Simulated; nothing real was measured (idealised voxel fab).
process module | voxel ribs on slabs
cross-section cut | 200 nm wide | cells 5 nm
A cross-section is a grid of square cells, given in bands from the top down. A band is one or more rows of cells.
Each band's line starts with the height of the band's top and of its bottom, in nm. Then come its materials from left to right, each with its width in nm. One material with "throughout" fills the band from edge to edge. "air" is empty space.
Height 0 is the level under which the wafer as received is all one material. The lowest band goes on downwards, as in "0 down".
A width such as "30 to 40" changes by the same amount from each row of cells to the next, from the band's top row to its bottom row.
"no change" after a step means that no cell of the cross-section changed.
closed voids: empty space of 8 cells or more with no open way to the top, each as width x height at its distance from the left edge, in nm
after a step's settings: what the simulator itself notes on the step
overlay nm, on a step with a mask: how far to the right of its planned place the mask lay; to the left if negative
plan
1 op RECEIVE | material Si
2 op DIRECTIONAL_DEP | material SiO2 | thk nm 25
3 op DIRECTIONAL_DEP | material polySi | thk nm 15
4 op MASKED_ETCH | tone cover | mask id RIB | width nm 20 | etch materials polySi | depth nm 10 | overlay nm 0
5 op MASKED_ETCH | tone cover | mask id SLAB | width nm 60 | etch materials polySi | depth nm 5 | overlay nm 0
6 op FILL_DEP | material SiO2 | thk nm 20
7 op CMP | height nm 55
8 op DIRECTIONAL_DEP | material TiN | thk nm 5
9 op PATTERN | tone cover | mask id HEATER | material resist | width nm 30 | thk nm 15 | overlay nm 0
10 op DIRECTIONAL_ETCH | etch materials TiN | depth nm 5
11 op STRIP | etch materials resist
12 op CONFORMAL_DEP | material SiN | thk nm 10
first wafer, as planned
as received, after step 1
  0 down: Si throughout
  closed voids: none
after step 2
  25 to 0: SiO2 throughout
  below 0: unchanged
after step 3
  40 to 25: polySi throughout
  below 25: unchanged
after step 4
  40 to 30: air 90 | polySi 20 | air 90
  below 30: unchanged
after step 5
  40 to 30: air 90 | polySi 20 | air 90
  30 to 25: air 70 | polySi 60 | air 70
  below 25: unchanged
after step 6
  60 to 40: SiO2 throughout
  40 to 30: SiO2 90 | polySi 20 | SiO2 90
  30 to 25: SiO2 70 | polySi 60 | SiO2 70
  below 25: unchanged
after step 7
  55 to 40: SiO2 throughout
  below 40: unchanged
after step 8
  60 to 55: TiN throughout
  below 55: unchanged
after step 9
  75 to 60: air 85 | resist 30 | air 85
  below 60: unchanged
after step 10
  75 to 60: air 85 | resist 30 | air 85
  60 to 55: air 85 | TiN 30 | air 85
  below 55: unchanged
after step 11
  60 to 55: air 85 | TiN 30 | air 85
  below 55: unchanged
after step 12
  70 to 65: air 75 | SiN 50 | air 75
  65 to 60: SiN throughout
  60 to 55: SiN 85 | TiN 30 | SiN 85
  below 55: unchanged
second wafer: like start, like plan, one mistake. Through step 2 it matches the first wafer
when step 3 should have ended
  40 to 25: TiN throughout
  below 25: unchanged
when step 4 should have ended: no change
when step 5 should have ended: no change
when step 6 should have ended
  60 to 40: SiO2 throughout
  below 40: unchanged
when step 7 should have ended
  55 to 40: SiO2 throughout
  below 40: unchanged
when step 8 should have ended
  60 to 55: TiN throughout
  below 55: unchanged
when step 9 should have ended
  75 to 60: air 85 | resist 30 | air 85
  below 60: unchanged
when step 10 should have ended
  75 to 60: air 85 | resist 30 | air 85
  60 to 55: air 85 | TiN 30 | air 85
  below 55: unchanged
when step 11 should have ended
  60 to 55: air 85 | TiN 30 | air 85
  below 55: unchanged
when step 12 should have ended
  70 to 65: air 75 | SiN 50 | air 75
  65 to 60: SiN throughout
  60 to 55: SiN 85 | TiN 30 | SiN 85
  below 55: unchanged
what went wrong: step 3 ran as: op DIRECTIONAL_DEP | material TiN | thk nm 15
at the end the second wafer has, in cells: 100 fewer of SiO2 | 120 more of TiN | 20 fewer of polySi
